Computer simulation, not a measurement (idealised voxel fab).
The process module that follows is named voxel capacitor over wiring.
This is section cut - it's 275 nm across, gridded in 5 nm square cells.
Cross-section layout: square cells on a grid; listed as bands, top to bottom; a band spans one or more cell rows. Each band's line starts with the height of the band's top and of its bottom, in nm. Then come its materials from left to right, each with its width in nm. One material with "edge to edge" fills the band from edge to edge. "empty" is empty space. We count height from 0. Below that, the starting wafer is all one material. The lowest band never ends at the bottom but goes on down; see "0..down" for how that is written. Graded width ("30..40"): value in top row of band = first number; value in bottom row = second number; row-to-row change constant. "no change" (step): cross-section cells unchanged, all of them. In "Voids, sealed" the enclosed voids are listed, meaning empty spaces of 8 cells or larger without any opening to the top. The form is width x height at distance, distance from the left edge, units nm. That trailing text on a step's line, after the settings, is the simulator's own remark on the step. overlay nm: where the mask lay relative to plan, measured to the right, on steps with a mask; negatives go left.

# Process steps (planned)
1. RECEIVE, material Si
2. CONFORMAL_DEP, material SiO2, thk nm 10
3. DIRECTIONAL_DEP, material TiN, thk nm 5
4. DIRECTIONAL_DEP, material Ru, thk nm 15
5. DIRECTIONAL_DEP, material aC, thk nm 10
6. PATTERN, tone cover, mask id METAL_1, material resist, width nm 25, pitch nm 85, thk nm 30, overlay nm 0
7. DIRECTIONAL_ETCH, etch materials aC, depth nm 10
8. STRIP, etch materials resist
9. DIRECTIONAL_ETCH, etch materials Ru, depth nm 15
10. DIRECTIONAL_ETCH, etch materials TiN, depth nm 5
11. STRIP, etch materials aC
12. CONFORMAL_DEP, material SiN, thk nm 5
13. FILL_DEP, material lowk, thk nm 5
14. CMP, height nm 30
15. CONFORMAL_DEP, material SiCN, thk nm 5
16. DIRECTIONAL_DEP, material lowk, thk nm 20
17. PATTERN, tone open, mask id PLUG_1, material resist, width nm 15, thk nm 15, overlay nm 0
18. DIRECTIONAL_ETCH, etch materials lowk, depth nm 20
19. DIRECTIONAL_ETCH, etch materials SiCN, depth nm 5
20. STRIP, etch materials resist
21. EPI, material Ru, thk nm 10
22. EPI, material Ru, thk nm 10
23. EPI, material Ru, thk nm 5
24. DIRECTIONAL_DEP, material TiN, thk nm 5
25. DIRECTIONAL_DEP, material Al2O3, thk nm 5
26. DIRECTIONAL_DEP, material TiN, thk nm 5
27. PATTERN, tone cover, mask id UPPER_PLATE, material resist, width nm 65, thk nm 20, overlay nm 0
28. DIRECTIONAL_ETCH, etch materials TiN, depth nm 5
29. DIRECTIONAL_ETCH, etch materials Al2O3, depth nm 5
30. STRIP, etch materials resist
31. PATTERN, tone cover, mask id LOWER_PLATE, material resist, width nm 75, thk nm 20, overlay nm 0
32. DIRECTIONAL_ETCH, etch materials TiN, depth nm 5
33. STRIP, etch materials resist
34. FILL_DEP, material SiO2, thk nm 20
35. CMP, height nm 85
36. PATTERN, tone open, mask id PLUG_2, material resist, width nm 15, thk nm 20, overlay nm 0
37. DIRECTIONAL_ETCH, etch materials SiO2, depth nm 15
38. STRIP, etch materials resist
39. CONFORMAL_DEP, material TiN, thk nm 5
40. FILL_DEP, material W, thk nm 5
41. CMP, height nm 85
42. CONFORMAL_DEP, material SiCN, thk nm 5

# First out of two wafers; run went to plan

# So this is the incoming wafer in cross-section - it's already been through step 1
    0..down | Si edge to edge
    Voids, sealed: none

# Once step 2 is through, the wafer looks like this in cross-section
    10..0 | SiO2 edge to edge
    Under the height 0 nothing was changed.

# Once step 3 is through, the wafer looks like this in cross-section
    15..10 | TiN edge to edge
    Under the height 10 nothing was changed.

# Once step 4 is through, the wafer looks like this in cross-section
    30..15 | Ru edge to edge
    Under the height 15 nothing was changed.

# Once step 5 is through, the wafer looks like this in cross-section
    40..30 | aC edge to edge
    Under the height 30 nothing was changed.

# Once step 6 is through, the wafer looks like this in cross-section
    70..40 | empty 80 nm  resist 25 nm  empty 60 nm  resist 25 nm  empty 85 nm
    Under the height 40 nothing was changed.

# Once step 7 is through, the wafer looks like this in cross-section
    60..40 | empty 80 nm  resist 25 nm  empty 60 nm  resist 25 nm  empty 85 nm
    40..30 | empty 80 nm  aC 25 nm  empty 60 nm  aC 25 nm  empty 85 nm
    Under the height 30 nothing was changed.

# Once step 8 is through, the wafer looks like this in cross-section
    40..30 | empty 80 nm  aC 25 nm  empty 60 nm  aC 25 nm  empty 85 nm
    Under the height 30 nothing was changed.

# Once step 9 is through, the wafer looks like this in cross-section
    40..30 | empty 80 nm  aC 25 nm  empty 60 nm  aC 25 nm  empty 85 nm
    30..15 | empty 80 nm  Ru 25 nm  empty 60 nm  Ru 25 nm  empty 85 nm
    Under the height 15 nothing was changed.

# Once step 10 is through, the wafer looks like this in cross-section
    40..30 | empty 80 nm  aC 25 nm  empty 60 nm  aC 25 nm  empty 85 nm
    30..15 | empty 80 nm  Ru 25 nm  empty 60 nm  Ru 25 nm  empty 85 nm
    15..10 | empty 80 nm  TiN 25 nm  empty 60 nm  TiN 25 nm  empty 85 nm
    Under the height 10 nothing was changed.

# Once step 11 is through, the wafer looks like this in cross-section
    30..15 | empty 80 nm  Ru 25 nm  empty 60 nm  Ru 25 nm  empty 85 nm
    Under the height 15 nothing was changed.

# Once step 12 is through, the wafer looks like this in cross-section
    35..30 | empty 75 nm  SiN 35 nm  empty 50 nm  SiN 35 nm  empty 80 nm
    30..15 | empty 75 nm  SiN 5 nm  Ru 25 nm  SiN 5 nm  empty 50 nm  SiN 5 nm  Ru 25 nm  SiN 5 nm  empty 80 nm
    15..10 | SiN 80 nm  TiN 25 nm  SiN 60 nm  TiN 25 nm  SiN 85 nm
    Under the height 10 nothing was changed.

# Once step 13 is through, the wafer looks like this in cross-section
    40..35 | lowk edge to edge
    35..30 | lowk 75 nm  SiN 35 nm  lowk 50 nm  SiN 35 nm  lowk 80 nm
    30..15 | lowk 75 nm  SiN 5 nm  Ru 25 nm  SiN 5 nm  lowk 50 nm  SiN 5 nm  Ru 25 nm  SiN 5 nm  lowk 80 nm
    Under the height 15 nothing was changed.

# Once step 14 is through, the wafer looks like this in cross-section
    30..15 | lowk 75 nm  SiN 5 nm  Ru 25 nm  SiN 5 nm  lowk 50 nm  SiN 5 nm  Ru 25 nm  SiN 5 nm  lowk 80 nm
    Under the height 15 nothing was changed.

# Once step 15 is through, the wafer looks like this in cross-section
    35..30 | SiCN edge to edge
    Under the height 30 nothing was changed.

# Once step 16 is through, the wafer looks like this in cross-section
    55..35 | lowk edge to edge
    Under the height 35 nothing was changed.

# Once step 17 is through, the wafer looks like this in cross-section
    70..55 | resist 90 nm  empty 15 nm  resist 170 nm
    Under the height 55 nothing was changed.

# Once step 18 is through, the wafer looks like this in cross-section
    70..55 | resist 90 nm  empty 15 nm  resist 170 nm
    55..35 | lowk 90 nm  empty 15 nm  lowk 170 nm
    Under the height 35 nothing was changed.

# Once step 19 is through, the wafer looks like this in cross-section
    70..55 | resist 90 nm  empty 15 nm  resist 170 nm
    55..35 | lowk 90 nm  empty 15 nm  lowk 170 nm
    35..30 | SiCN 90 nm  empty 15 nm  SiCN 170 nm
    Under the height 30 nothing was changed.

# Once step 20 is through, the wafer looks like this in cross-section
    55..35 | lowk 90 nm  empty 15 nm  lowk 170 nm
    Under the height 35 nothing was changed.

# Once step 21 is through, the wafer looks like this in cross-section
    55..40 | lowk 90 nm  empty 15 nm  lowk 170 nm
    40..35 | lowk 90 nm  Ru 15 nm  lowk 170 nm
    35..30 | SiCN 90 nm  Ru 15 nm  SiCN 170 nm
    Under the height 30 nothing was changed.

# Once step 22 is through, the wafer looks like this in cross-section
    55..50 | lowk 90 nm  empty 15 nm  lowk 170 nm
    50..35 | lowk 90 nm  Ru 15 nm  lowk 170 nm
    Under the height 35 nothing was changed.

# Once step 23 is through, the wafer looks like this in cross-section
    55..35 | lowk 90 nm  Ru 15 nm  lowk 170 nm
    Under the height 35 nothing was changed.

# Once step 24 is through, the wafer looks like this in cross-section
    60..55 | TiN edge to edge
    Under the height 55 nothing was changed.

# Once step 25 is through, the wafer looks like this in cross-section
    65..60 | Al2O3 edge to edge
    Under the height 60 nothing was changed.

# Once step 26 is through, the wafer looks like this in cross-section
    70..65 | TiN edge to edge
    Under the height 65 nothing was changed.

# Once step 27 is through, the wafer looks like this in cross-section
    90..70 | empty 90 nm  resist 65 nm  empty 120 nm
    Under the height 70 nothing was changed.

# Once step 28 is through, the wafer looks like this in cross-section
    90..70 | empty 90 nm  resist 65 nm  empty 120 nm
    70..65 | empty 90 nm  TiN 65 nm  empty 120 nm
    Under the height 65 nothing was changed.

# Once step 29 is through, the wafer looks like this in cross-section
    90..70 | empty 90 nm  resist 65 nm  empty 120 nm
    70..65 | empty 90 nm  TiN 65 nm  empty 120 nm
    65..60 | empty 90 nm  Al2O3 65 nm  empty 120 nm
    Under the height 60 nothing was changed.

# Once step 30 is through, the wafer looks like this in cross-section
    70..65 | empty 90 nm  TiN 65 nm  empty 120 nm
    Under the height 65 nothing was changed.

# Once step 31 is through, the wafer looks like this in cross-section
    90..70 | empty 85 nm  resist 75 nm  empty 115 nm
    70..65 | empty 85 nm  resist 5 nm  TiN 65 nm  resist 5 nm  empty 115 nm
    65..60 | empty 85 nm  resist 5 nm  Al2O3 65 nm  resist 5 nm  empty 115 nm
    Under the height 60 nothing was changed.

# Once step 32 is through, the wafer looks like this in cross-section
    90..70 | empty 85 nm  resist 75 nm  empty 115 nm
    70..65 | empty 85 nm  resist 5 nm  TiN 65 nm  resist 5 nm  empty 115 nm
    65..60 | empty 85 nm  resist 5 nm  Al2O3 65 nm  resist 5 nm  empty 115 nm
    60..55 | empty 85 nm  TiN 75 nm  empty 115 nm
    Under the height 55 nothing was changed.

# Once step 33 is through, the wafer looks like this in cross-section
    70..65 | empty 90 nm  TiN 65 nm  empty 120 nm
    65..60 | empty 90 nm  Al2O3 65 nm  empty 120 nm
    Under the height 60 nothing was changed.

# Once step 34 is through, the wafer looks like this in cross-section
    90..70 | SiO2 edge to edge
    70..65 | SiO2 90 nm  TiN 65 nm  SiO2 120 nm
    65..60 | SiO2 90 nm  Al2O3 65 nm  SiO2 120 nm
    60..55 | SiO2 85 nm  TiN 75 nm  SiO2 115 nm
    Under the height 55 nothing was changed.

# Once step 35 is through, the wafer looks like this in cross-section
    85..70 | SiO2 edge to edge
    Under the height 70 nothing was changed.

# Once step 36 is through, the wafer looks like this in cross-section
    105..85 | resist 100 nm  empty 15 nm  resist 160 nm
    Under the height 85 nothing was changed.

# Once step 37 is through, the wafer looks like this in cross-section
    105..85 | resist 100 nm  empty 15 nm  resist 160 nm
    85..70 | SiO2 100 nm  empty 15 nm  SiO2 160 nm
    Under the height 70 nothing was changed.

# Once step 38 is through, the wafer looks like this in cross-section
    85..70 | SiO2 100 nm  empty 15 nm  SiO2 160 nm
    Under the height 70 nothing was changed.

# Once step 39 is through, the wafer looks like this in cross-section
    90..85 | TiN 105 nm  empty 5 nm  TiN 165 nm
    85..75 | SiO2 100 nm  TiN 5 nm  empty 5 nm  TiN 5 nm  SiO2 160 nm
    75..65 | SiO2 100..90 nm  TiN 15..65 nm  SiO2 160..120 nm
    Under the height 65 nothing was changed.

# Once step 40 is through, the wafer looks like this in cross-section
    95..90 | W edge to edge
    90..85 | TiN 105 nm  W 5 nm  TiN 165 nm
    85..75 | SiO2 100 nm  TiN 5 nm  W 5 nm  TiN 5 nm  SiO2 160 nm
    Under the height 75 nothing was changed.

# Once step 41 is through, the wafer looks like this in cross-section
    85..75 | SiO2 100 nm  TiN 5 nm  W 5 nm  TiN 5 nm  SiO2 160 nm
    Under the height 75 nothing was changed.

# Once step 42 is through, the wafer looks like this in cross-section
    90..85 | SiCN edge to edge
    Under the height 85 nothing was changed.

# It is to be noted that the second wafer proceeded from the same initial state and according to the same plan as the first, although one mistake was committed in its execution; through step 22, inclusive, the two wafers share an identical history

# Second wafer, section view, time point: scheduled end of step 23
    60..55 | TiN 90 nm  empty 15 nm  TiN 170 nm
    55..50 | lowk 90 nm  TiN 15 nm  lowk 170 nm
    Under the height 50 nothing was changed.

# Second wafer, section view, time point: scheduled end of step 24
    65..60 | Ru 95 nm  empty 5 nm  Ru 175 nm
    60..55 | TiN 90 nm  Ru 15 nm  TiN 170 nm
    Under the height 55 nothing was changed.

# Second wafer, section view, time point: scheduled end of step 25
    70..65 | Al2O3 95 nm  empty 5 nm  Al2O3 175 nm
    65..60 | Ru 95 nm  Al2O3 5 nm  Ru 175 nm
    Under the height 60 nothing was changed.

# Second wafer, section view, time point: scheduled end of step 26
    75..70 | TiN 95 nm  empty 5 nm  TiN 175 nm
    70..65 | Al2O3 95 nm  TiN 5 nm  Al2O3 175 nm
    Under the height 65 nothing was changed.

# Second wafer, section view, time point: scheduled end of step 27
    95..75 | empty 90 nm  resist 65 nm  empty 120 nm
    75..70 | TiN 95 nm  resist 5 nm  TiN 175 nm
    Under the height 70 nothing was changed.

# Second wafer, section view, time point: scheduled end of step 28
    95..75 | empty 90 nm  resist 65 nm  empty 120 nm
    75..70 | empty 90 nm  TiN 5 nm  resist 5 nm  TiN 55 nm  empty 120 nm
    Under the height 70 nothing was changed.

# Second wafer, section view, time point: scheduled end of step 29
    95..75 | empty 90 nm  resist 65 nm  empty 120 nm
    75..70 | empty 90 nm  TiN 5 nm  resist 5 nm  TiN 55 nm  empty 120 nm
    70..65 | empty 90 nm  Al2O3 5 nm  TiN 5 nm  Al2O3 55 nm  empty 120 nm
    Under the height 65 nothing was changed.

# Second wafer, section view, time point: scheduled end of step 30
    75..70 | empty 90 nm  TiN 5 nm  empty 5 nm  TiN 55 nm  empty 120 nm
    Under the height 70 nothing was changed.

# Second wafer, section view, time point: scheduled end of step 31
    95..75 | empty 85 nm  resist 75 nm  empty 115 nm
    75..70 | empty 85 nm  resist 5 nm  TiN 5 nm  resist 5 nm  TiN 55 nm  resist 5 nm  empty 115 nm
    70..65 | empty 85 nm  resist 5 nm  Al2O3 5 nm  TiN 5 nm  Al2O3 55 nm  resist 5 nm  empty 115 nm
    Under the height 65 nothing was changed.

Second wafer, section view, time point: scheduled end of step 32: no change

# Second wafer, section view, time point: scheduled end of step 33
    75..70 | empty 90 nm  TiN 5 nm  empty 5 nm  TiN 55 nm  empty 120 nm
    70..65 | empty 90 nm  Al2O3 5 nm  TiN 5 nm  Al2O3 55 nm  empty 120 nm
    Under the height 65 nothing was changed.

# Second wafer, section view, time point: scheduled end of step 34
    95..75 | SiO2 edge to edge
    75..70 | SiO2 90 nm  TiN 5 nm  SiO2 5 nm  TiN 55 nm  SiO2 120 nm
    70..65 | SiO2 90 nm  Al2O3 5 nm  TiN 5 nm  Al2O3 55 nm  SiO2 120 nm
    Under the height 65 nothing was changed.

# Second wafer, section view, time point: scheduled end of step 35
    85..75 | SiO2 edge to edge
    Under the height 75 nothing was changed.

# Second wafer, section view, time point: scheduled end of step 36
    105..85 | resist 100 nm  empty 15 nm  resist 160 nm
    Under the height 85 nothing was changed.

# Second wafer, section view, time point: scheduled end of step 37
    105..85 | resist 100 nm  empty 15 nm  resist 160 nm
    85..75 | SiO2 100 nm  empty 15 nm  SiO2 160 nm
    Under the height 75 nothing was changed.

# Second wafer, section view, time point: scheduled end of step 38
    85..75 | SiO2 100 nm  empty 15 nm  SiO2 160 nm
    Under the height 75 nothing was changed.

# Second wafer, section view, time point: scheduled end of step 39
    90..85 | TiN 105 nm  empty 5 nm  TiN 165 nm
    85..80 | SiO2 100 nm  TiN 5 nm  empty 5 nm  TiN 5 nm  SiO2 160 nm
    80..75 | SiO2 100 nm  TiN 15 nm  SiO2 160 nm
    Under the height 75 nothing was changed.

# Second wafer, section view, time point: scheduled end of step 40
    95..90 | W edge to edge
    90..85 | TiN 105 nm  W 5 nm  TiN 165 nm
    85..80 | SiO2 100 nm  TiN 5 nm  W 5 nm  TiN 5 nm  SiO2 160 nm
    Under the height 80 nothing was changed.

# Second wafer, section view, time point: scheduled end of step 41
    85..80 | SiO2 100 nm  TiN 5 nm  W 5 nm  TiN 5 nm  SiO2 160 nm
    Under the height 80 nothing was changed.

# Second wafer, section view, time point: scheduled end of step 42
    90..85 | SiCN edge to edge
    Under the height 85 nothing was changed.
It is concluded that the wafer was processed incorrectly with respect to the plan, in that steps 23 and 24 traded places in the executed sequence
Count the cells at the end and the second wafer has more or fewer of some materials than the first: +54 Ru, -91 SiO2, +38 TiN, -1 W
